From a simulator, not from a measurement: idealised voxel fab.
Module name: voxel wiring stack (process module)
Cross-sectional view cut (width: 250 nm; square cell size: 5 nm).
Reading order for cross-sections: top band down to bottom band. Underlying form: a grid of square cells. Band size: one or more rows of cells. Quick guide to a band line: top height, bottom height (nm) up front; then every material left to right with its width in nm. Only one material and it's marked "everywhere"? Then it fills the band edge to edge. And "air" just means empty space. We count height from 0. Below that, the starting wafer is all one material. The lowest band never ends at the bottom but goes on down; see "top 0, no bottom" for how that is written. Width: "30 to 40" (first number = top row, second number = bottom row, same change from row to row of cells). No cell of the cross-section changed in a step that is given as "no change". Enclosed internal cavities: empty space of 8 cells or more with no open way to the top, each as width x height at its distance from the left edge, in nm. On a step's line, text after the settings is the simulator commenting on that step. Each step line may optionally specify "overlay nm", which for a step with a mask gives the rightward distance between the mask's planned place and where it lay, a negative value indicating the leftward direction.

-- Set out below are the planned steps of the process
1,RECEIVE [material Si]
2,CONFORMAL_DEP [material SiO2] [thk nm 15]
3,CONFORMAL_DEP [material SiN] [thk nm 5]
4,DIRECTIONAL_DEP [material lowk] [thk nm 25]
5,MASKED_ETCH [tone open] [mask id METAL_1] [width nm 30] [pitch nm 50] [etch materials lowk] [depth nm 25] [overlay nm 0]
6,MASKED_ETCH [tone open] [mask id METAL_1] [width nm 30] [pitch nm 50] [etch materials SiN] [depth nm 5] [overlay nm 0]
7,CONFORMAL_DEP [material TiN] [thk nm 5]
8,FILL_DEP [material Cu] [thk nm 10]
9,CMP [height nm 45]
10,CONFORMAL_DEP [material SiCN] [thk nm 5]
11,DIRECTIONAL_DEP [material lowk] [thk nm 15]
12,DIRECTIONAL_DEP [material aC] [thk nm 15]
13,PATTERN [tone open] [mask id PLUG_1] [material resist] [width nm 15] [pitch nm 50] [thk nm 30] [overlay nm 0]
14,DIRECTIONAL_ETCH [etch materials aC] [depth nm 15]
15,STRIP [etch materials resist]
16,DIRECTIONAL_ETCH [etch materials lowk] [depth nm 15]
17,DIRECTIONAL_ETCH [etch materials SiCN] [depth nm 5]
18,STRIP [etch materials aC]
19,CONFORMAL_DEP [material TiN] [thk nm 5]
20,FILL_DEP [material W] [thk nm 10]
21,CMP [height nm 65]
22,CONFORMAL_DEP [material SiCN] [thk nm 5]
23,DIRECTIONAL_DEP [material SiO2] [thk nm 20]
24,DIRECTIONAL_DEP [material aC] [thk nm 15]
25,PATTERN [tone open] [mask id METAL_2] [material resist] [width nm 30] [pitch nm 50] [thk nm 35] [overlay nm 0]
26,DIRECTIONAL_ETCH [etch materials aC] [depth nm 15]
27,STRIP [etch materials resist]
28,DIRECTIONAL_ETCH [etch materials SiO2] [depth nm 20]
29,DIRECTIONAL_ETCH [etch materials SiCN] [depth nm 5]
30,STRIP [etch materials aC]
31,CONFORMAL_DEP [material TiN] [thk nm 5]
32,FILL_DEP [material Cu] [thk nm 5]
33,CMP [height nm 90]
34,CONFORMAL_DEP [material SiCN] [thk nm 5]
35,DIRECTIONAL_DEP [material lowk] [thk nm 10]
36,DIRECTIONAL_DEP [material aC] [thk nm 10]
37,PATTERN [tone open] [mask id PLUG_2] [material resist] [width nm 15] [pitch nm 50] [thk nm 25] [overlay nm 0]
38,DIRECTIONAL_ETCH [etch materials aC] [depth nm 10]
39,STRIP [etch materials resist]
40,DIRECTIONAL_ETCH [etch materials lowk] [depth nm 10]
41,DIRECTIONAL_ETCH [etch materials SiCN] [depth nm 5]
42,STRIP [etch materials aC]
43,EPI [material Ru] [thk nm 10]
44,EPI [material Ru] [thk nm 5]
45,CONFORMAL_DEP [material SiN] [thk nm 5]
46,DIRECTIONAL_DEP [material SiO2] [thk nm 15]
47,DIRECTIONAL_DEP [material aC] [thk nm 15]
48,PATTERN [tone open] [mask id METAL_3] [material resist] [width nm 30] [pitch nm 50] [thk nm 35] [overlay nm 0]
49,DIRECTIONAL_ETCH [etch materials aC] [depth nm 15]
50,STRIP [etch materials resist]
51,DIRECTIONAL_ETCH [etch materials SiO2] [depth nm 15]
52,DIRECTIONAL_ETCH [etch materials SiN] [depth nm 5]
53,STRIP [etch materials aC]
54,CONFORMAL_DEP [material TiN] [thk nm 5]
55,FILL_DEP [material Cu] [thk nm 5]
56,CMP [height nm 125]
57,EPI [material Ru] [thk nm 5]
58,FILL_DEP [material SiCN] [thk nm 5]

-- The cross-section here shows the wafer as received, i.e. in its state after step 1
* top 0, no bottom  Si everywhere
* Enclosed internal cavities: none

-- Post-module cross-section of the first of two wafers (run per plan)
* top 135, bottom 130  SiCN everywhere
* top 130, bottom 125  30 of SiCN, then 40 of Ru, then 10 of SiCN, then 40 of Ru, then 10 of SiCN, then 40 of Ru, then 10 of SiCN, then 40 of Ru, then 30 of SiCN
* top 125, bottom 110  35 of SiO2, then 5 of TiN, then 20 of Cu, then 5 of TiN, then 20 of SiO2, then 5 of TiN, then 20 of Cu, then 5 of TiN, then 20 of SiO2, then 5 of TiN, then 20 of Cu, then 5 of TiN, then 20 of SiO2, then 5 of TiN, then 20 of Cu, then 5 of TiN, then 35 of SiO2
* top 110, bottom 105  35 of SiN, then 30 of TiN, then 20 of SiN, then 30 of TiN, then 20 of SiN, then 30 of TiN, then 20 of SiN, then 30 of TiN, then 35 of SiN
* top 105, bottom 95  35 of lowk, then 15 of Ru, then 35 of lowk, then 15 of Ru, then 35 of lowk, then 15 of Ru, then 35 of lowk, then 15 of Ru, then 50 of lowk
* top 95, bottom 90  35 of SiCN, then 15 of Ru, then 35 of SiCN, then 15 of Ru, then 35 of SiCN, then 15 of Ru, then 35 of SiCN, then 15 of Ru, then 50 of SiCN
* top 90, bottom 70  35 of SiO2, then 5 of TiN, then 20 of Cu, then 5 of TiN, then 20 of SiO2, then 5 of TiN, then 20 of Cu, then 5 of TiN, then 20 of SiO2, then 5 of TiN, then 20 of Cu, then 5 of TiN, then 20 of SiO2, then 5 of TiN, then 20 of Cu, then 5 of TiN, then 35 of SiO2
* top 70, bottom 65  35 of SiCN, then 30 of TiN, then 20 of SiCN, then 30 of TiN, then 20 of SiCN, then 30 of TiN, then 20 of SiCN, then 30 of TiN, then 35 of SiCN
* top 65, bottom 50  35 of lowk, then 5 of TiN, then 5 of W, then 5 of TiN, then 35 of lowk, then 5 of TiN, then 5 of W, then 5 of TiN, then 35 of lowk, then 5 of TiN, then 5 of W, then 5 of TiN, then 35 of lowk, then 5 of TiN, then 5 of W, then 5 of TiN, then 50 of lowk
* top 50, bottom 45  35 of SiCN, then 15 of TiN, then 35 of SiCN, then 15 of TiN, then 35 of SiCN, then 15 of TiN, then 35 of SiCN, then 15 of TiN, then 50 of SiCN
* top 45, bottom 20  35 of lowk, then 5 of TiN, then 20 of Cu, then 5 of TiN, then 20 of lowk, then 5 of TiN, then 20 of Cu, then 5 of TiN, then 20 of lowk, then 5 of TiN, then 20 of Cu, then 5 of TiN, then 20 of lowk, then 5 of TiN, then 20 of Cu, then 5 of TiN, then 35 of lowk
* top 20, bottom 15  35 of SiN, then 30 of TiN, then 20 of SiN, then 30 of TiN, then 20 of SiN, then 30 of TiN, then 20 of SiN, then 30 of TiN, then 35 of SiN
* top 15, bottom 0  SiO2 everywhere
* top 0, no bottom  Si everywhere
* Enclosed internal cavities: none

-- What the second wafer looks like in cross-section once the module is done. Its start and its plan matched the first wafer's exactly; what differed was one mistake in how it was run
* top 135, bottom 130  SiCN everywhere
* top 130, bottom 125  30 of SiCN, then 40 of Ru, then 10 of SiCN, then 40 of Ru, then 10 of SiCN, then 40 of Ru, then 10 of SiCN, then 40 of Ru, then 30 of SiCN
* top 125, bottom 110  35 of SiO2, then 5 of TiN, then 20 of Cu, then 5 of TiN, then 20 of SiO2, then 5 of TiN, then 20 of Cu, then 5 of TiN, then 20 of SiO2, then 5 of TiN, then 20 of Cu, then 5 of TiN, then 20 of SiO2, then 5 of TiN, then 20 of Cu, then 5 of TiN, then 35 of SiO2
* top 110, bottom 105  35 of SiN, then 30 of TiN, then 20 of SiN, then 30 of TiN, then 20 of SiN, then 30 of TiN, then 20 of SiN, then 30 of TiN, then 35 of SiN
* top 105, bottom 95  35 of lowk, then 15 of Ru, then 35 of lowk, then 15 of Ru, then 35 of lowk, then 15 of Ru, then 35 of lowk, then 15 of Ru, then 50 of lowk
* top 95, bottom 90  35 of SiCN, then 15 of Ru, then 35 of SiCN, then 15 of Ru, then 35 of SiCN, then 15 of Ru, then 35 of SiCN, then 15 of Ru, then 50 of SiCN
* top 90, bottom 70  35 of SiO2, then 5 of TiN, then 20 of Cu, then 5 of TiN, then 20 of SiO2, then 5 of TiN, then 20 of Cu, then 5 of TiN, then 20 of SiO2, then 5 of TiN, then 20 of Cu, then 5 of TiN, then 20 of SiO2, then 5 of TiN, then 20 of Cu, then 5 of TiN, then 35 of SiO2
* top 70, bottom 65  35 of SiCN, then 30 of TiN, then 20 of SiCN, then 30 of TiN, then 20 of SiCN, then 30 of TiN, then 20 of SiCN, then 30 of TiN, then 35 of SiCN
* top 65, bottom 50  35 of lowk, then 5 of TiN, then 5 of W, then 5 of TiN, then 35 of lowk, then 5 of TiN, then 5 of W, then 5 of TiN, then 35 of lowk, then 5 of TiN, then 5 of W, then 5 of TiN, then 35 of lowk, then 5 of TiN, then 5 of W, then 5 of TiN, then 50 of lowk
* top 50, bottom 45  35 of SiCN, then 15 of TiN, then 35 of SiCN, then 15 of TiN, then 35 of SiCN, then 15 of TiN, then 35 of SiCN, then 15 of TiN, then 50 of SiCN
* top 45, bottom 35  Cu everywhere
* top 35, bottom 30  40 of TiN, then 20 of Cu, then 30 of TiN, then 20 of Cu, then 30 of TiN, then 20 of Cu, then 30 of TiN, then 20 of Cu, then 40 of TiN
* top 30, bottom 5  35 of lowk, then 5 of TiN, then 20 of Cu, then 5 of TiN, then 20 of lowk, then 5 of TiN, then 20 of Cu, then 5 of TiN, then 20 of lowk, then 5 of TiN, then 20 of Cu, then 5 of TiN, then 20 of lowk, then 5 of TiN, then 20 of Cu, then 5 of TiN, then 35 of lowk
* top 5, bottom 0  35 of SiN, then 30 of TiN, then 20 of SiN, then 30 of TiN, then 20 of SiN, then 30 of TiN, then 20 of SiN, then 30 of TiN, then 35 of SiN
* top 0, no bottom  Si everywhere
* Enclosed internal cavities: none
What broke from the plan during processing? step 2 was dropped from the plan's execution and never run
Counted in cells at the end, the second wafer holds more or fewer of these materials than the first: +116 Cu | -150 SiO2 | +34 TiN
